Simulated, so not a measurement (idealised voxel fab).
The process module that follows is named voxel fin reveal.
It is cross-section cut that appears here, measuring 210 nm in width, its square cells being 5 nm in size.
Each cross-section below is a grid of square cells, stated as bands in top-down order, with one or more rows of cells making up each band.
The band entry comprises the height of the band's top followed by the height of its bottom, expressed in nm, and subsequently the band's materials from left to right, each stated together with its width in nm. Where a single material is marked with the word "full width", that material fills the band from edge to edge. The word "blank" represents empty space.
Ref level 0: as-received wafer is one material below here. Bottom band extends down with no lower bound ("0 down").
A width given as "30->40" starts at the first number in the band's top row and ends at the second number in its bottom row, shifting by an equal amount at every step from row to row.
You'll sometimes find "everything unchanged" written for a step, and that's the way of saying that nowhere in the cross-section did a cell change during that step.
If an empty space has no open way to the top and is at least 8 cells in size, "Enclosed internal cavities" lists it, written width x height at distance, where distance is measured from the left edge and every value is in nm.
On a step's line, text after the settings is the simulator commenting on that step.
Regarding "overlay nm": on a step with a mask, it is the distance the mask lay to the right of its planned place; a negative value places it to the left.

### Process steps - plan
- 1: op RECEIVE | material Si
- 2: op CONFORMAL_DEP | material SiN | thk nm 5
- 3: op PATTERN | tone cover | mask id FINS | material resist | width nm 15 | pitch nm 40 | thk nm 20 | overlay nm 0
- 4: op DIRECTIONAL_ETCH | etch materials SiN | depth nm 5
- 5: op DIRECTIONAL_ETCH | etch materials Si | depth nm 35
- 6: op STRIP | etch materials resist
- 7: op FILL_DEP | material SiO2 | thk nm 5
- 8: op CMP | height nm 5
- 9: op SELECTIVE_ETCH | etch materials SiO2 | depth nm 30
- 10: op STRIP | etch materials SiN
- 11: op CONFORMAL_DEP | material HfO2 | thk nm 5

### Cross-section of the wafer at receipt, which is the condition after step 1
  0 down: Si full width
  Enclosed internal cavities: none

### Cross-section: first of two wafers, module finished, run according to plan
  5 to 0: blank 30 nm, HfO2 25 nm, blank 15 nm, HfO2 25 nm, blank 15 nm, HfO2 25 nm, blank 15 nm, HfO2 25 nm, blank 35 nm
  0 to -20: blank 30 nm, HfO2 5 nm, Si 15 nm, HfO2 5 nm, blank 15 nm, HfO2 5 nm, Si 15 nm, HfO2 5 nm, blank 15 nm, HfO2 5 nm, Si 15 nm, HfO2 5 nm, blank 15 nm, HfO2 5 nm, Si 15 nm, HfO2 5 nm, blank 35 nm
  -20 to -25: HfO2 35 nm, Si 15 nm, HfO2 25 nm, Si 15 nm, HfO2 25 nm, Si 15 nm, HfO2 25 nm, Si 15 nm, HfO2 40 nm
  -25 to -35: SiO2 35 nm, Si 15 nm, SiO2 25 nm, Si 15 nm, SiO2 25 nm, Si 15 nm, SiO2 25 nm, Si 15 nm, SiO2 40 nm
  -35 down: Si full width
  Enclosed internal cavities: none

### Presented here is a cross-section of the second of the two wafers as it stood at the end of the module. It was started in the same manner and assigned the same plan as the first wafer; however, one mistake was made in its execution
  5 to 0: blank 30 nm, SiO2 25 nm, blank 15 nm, SiO2 25 nm, blank 15 nm, SiO2 25 nm, blank 15 nm, SiO2 25 nm, blank 35 nm
  0 to -20: blank 30 nm, SiO2 5 nm, Si 15 nm, SiO2 5 nm, blank 15 nm, SiO2 5 nm, Si 15 nm, SiO2 5 nm, blank 15 nm, SiO2 5 nm, Si 15 nm, SiO2 5 nm, blank 15 nm, SiO2 5 nm, Si 15 nm, SiO2 5 nm, blank 35 nm
  -20 to -35: SiO2 35 nm, Si 15 nm, SiO2 25 nm, Si 15 nm, SiO2 25 nm, Si 15 nm, SiO2 25 nm, Si 15 nm, SiO2 40 nm
  -35 down: Si full width
  Enclosed internal cavities: none
Run error: the process deviated at step 11: the operation and settings actually run there were op CONFORMAL_DEP | material SiO2 | thk nm 5
Final wafer comparison in cells, second versus first, more or fewer per material: 82 fewer of HfO2; 82 more of SiO2
